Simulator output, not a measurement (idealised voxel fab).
process module | voxel transistor to metal
cross-section cut | 205 nm wide | cells 5 nm
A cross-section is a grid of square cells, given in bands from the top down. A band is one or more rows of cells.
Each band's line starts with the height of the band's top and of its bottom, in nm. Then come its materials from left to right, each with its width in nm. One material with "throughout" fills the band from edge to edge. "air" is empty space.
Height 0 is the level under which the wafer as received is all one material. The lowest band goes on downwards, as in "0 down".
A width such as "30 to 40" changes by the same amount from each row of cells to the next, from the band's top row to its bottom row.
"no change" after a step means that no cell of the cross-section changed.
closed voids: empty space of 8 cells or more with no open way to the top, each as width x height at its distance from the left edge, in nm
after a step's settings: what the simulator itself notes on the step
overlay nm, on a step with a mask: how far to the right of its planned place the mask lay; to the left if negative
plan
1 op RECEIVE | material Si
2 op OXIDIZE | depth nm 5
3 op CONFORMAL_DEP | material SiN | thk nm 15
4 op PATTERN | tone cover | mask id ACTIVE | material resist | width nm 105 | thk nm 20 | overlay nm 0
5 op DIRECTIONAL_ETCH | etch materials SiN | depth nm 15
6 op DIRECTIONAL_ETCH | etch materials SiO2 | depth nm 5
7 op DIRECTIONAL_ETCH | etch materials Si | depth nm 35
8 op STRIP | etch materials resist
9 op FILL_DEP | material SiO2 | thk nm 10
10 op CMP | height nm 15
11 op SELECTIVE_ETCH | etch materials SiO2 | depth nm 15
12 op STRIP | etch materials SiN
13 op SELECTIVE_ETCH | etch materials SiO2 | depth nm 5
14 op OXIDIZE | depth nm 5
15 op DIRECTIONAL_DEP | material polySi | thk nm 20
16 op DIRECTIONAL_DEP | material SiCN | thk nm 15
17 op MASKED_ETCH | tone cover | mask id GATE | width nm 35 | etch materials SiCN | depth nm 25 | overlay nm 0
18 op MASKED_ETCH | tone cover | mask id GATE | width nm 35 | etch materials polySi | depth nm 30 | overlay nm 0
19 op CONFORMAL_DEP | material SiN | thk nm 10
20 op DIRECTIONAL_ETCH | etch materials SiN | depth nm 10
21 op DIRECTIONAL_ETCH | etch materials SiO2 | depth nm 5
22 op DIRECTIONAL_ETCH | etch materials Si | depth nm 10
23 op EPI | material SiGe | thk nm 10
24 op FILL_DEP | material SiO2 | thk nm 5
25 op CMP | height nm 15
26 op STRIP | etch materials polySi
27 op SELECTIVE_ETCH | etch materials SiO2 | depth nm 5
28 op CONFORMAL_DEP | material HfO2 | thk nm 5
29 op CONFORMAL_DEP | material TiN | thk nm 5
30 op FILL_DEP | material W | thk nm 5
31 op CMP | height nm 10
32 op DIRECTIONAL_DEP | material SiO2 | thk nm 10
33 op MASKED_ETCH | tone open | mask id CONTACT | width nm 15 | pitch nm 80 | etch materials SiO2 | depth nm 30 | overlay nm 0
34 op CONFORMAL_DEP | material TiN | thk nm 5
35 op FILL_DEP | material W | thk nm 10
36 op CMP | height nm 20
37 op CONFORMAL_DEP | material SiCN | thk nm 5
38 op DIRECTIONAL_DEP | material SiO2 | thk nm 20
39 op DIRECTIONAL_DEP | material aC | thk nm 15
40 op PATTERN | tone open | mask id METAL_1 | material resist | width nm 15 | pitch nm 80 | thk nm 30 | overlay nm -15
41 op DIRECTIONAL_ETCH | etch materials aC | depth nm 15
42 op STRIP | etch materials resist
43 op DIRECTIONAL_ETCH | etch materials SiO2 | depth nm 20
44 op DIRECTIONAL_ETCH | etch materials SiCN | depth nm 5
45 op STRIP | etch materials aC
46 op CONFORMAL_DEP | material TiN | thk nm 5
47 op FILL_DEP | material W | thk nm 5
48 op CMP | height nm 45
49 op EPI | material Ru | thk nm 5
50 op FILL_DEP | material SiCN | thk nm 5
51 op DIRECTIONAL_DEP | material SiO2 | thk nm 25
52 op DIRECTIONAL_DEP | material aC | thk nm 15
53 op PATTERN | tone open | mask id METAL_2 | material resist | width nm 15 | pitch nm 80 | thk nm 35 | overlay nm 0
54 op DIRECTIONAL_ETCH | etch materials aC | depth nm 15
55 op STRIP | etch materials resist
56 op DIRECTIONAL_ETCH | etch materials SiO2 | depth nm 15
57 op STRIP | etch materials aC
58 op PATTERN | tone open | mask id METAL_2_HOLES | material resist | width nm 15 | pitch nm 80 | thk nm 20 | overlay nm 0
59 op DIRECTIONAL_ETCH | etch materials SiO2 | depth nm 10
60 op DIRECTIONAL_ETCH | etch materials SiCN | depth nm 5
61 op STRIP | etch materials resist
62 op CONFORMAL_DEP | material TiN | thk nm 5
63 op FILL_DEP | material Ru | thk nm 5
64 op CMP | height nm 80
65 op CONFORMAL_DEP | material SiCN | thk nm 5
varied across the wafers: overlay nm of step 40. The plan shows the first wafer's value. All wafers start alike
first wafer as received, after step 1
  0 down: Si throughout
  closed voids: none
each wafer at the end: cells of each material gained (+) or lost (-) since it was received, then its closed voids
overlay nm -15 | +15 HfO2 | +20 Ru | -222 Si | +142 SiCN | +28 SiGe | +12 SiN | +599 SiO2 | +83 TiN | +20 W | closed voids: none
overlay nm -10 | +15 HfO2 | +20 Ru | -222 Si | +142 SiCN | +28 SiGe | +12 SiN | +599 SiO2 | +83 TiN | +20 W | closed voids: none
overlay nm -5 | +15 HfO2 | +20 Ru | -222 Si | +142 SiCN | +28 SiGe | +12 SiN | +599 SiO2 | +83 TiN | +20 W | closed voids: none
overlay nm 0 | +15 HfO2 | +20 Ru | -222 Si | +142 SiCN | +28 SiGe | +12 SiN | +599 SiO2 | +83 TiN | +20 W | closed voids: none
overlay nm 5 | +15 HfO2 | +20 Ru | -222 Si | +142 SiCN | +28 SiGe | +12 SiN | +599 SiO2 | +83 TiN | +20 W | closed voids: none
overlay nm 10 | +15 HfO2 | +20 Ru | -222 Si | +142 SiCN | +28 SiGe | +12 SiN | +599 SiO2 | +83 TiN | +20 W | closed voids: none
overlay nm 15 | +15 HfO2 | +20 Ru | -222 Si | +142 SiCN | +28 SiGe | +12 SiN | +599 SiO2 | +83 TiN | +20 W | closed voids: none
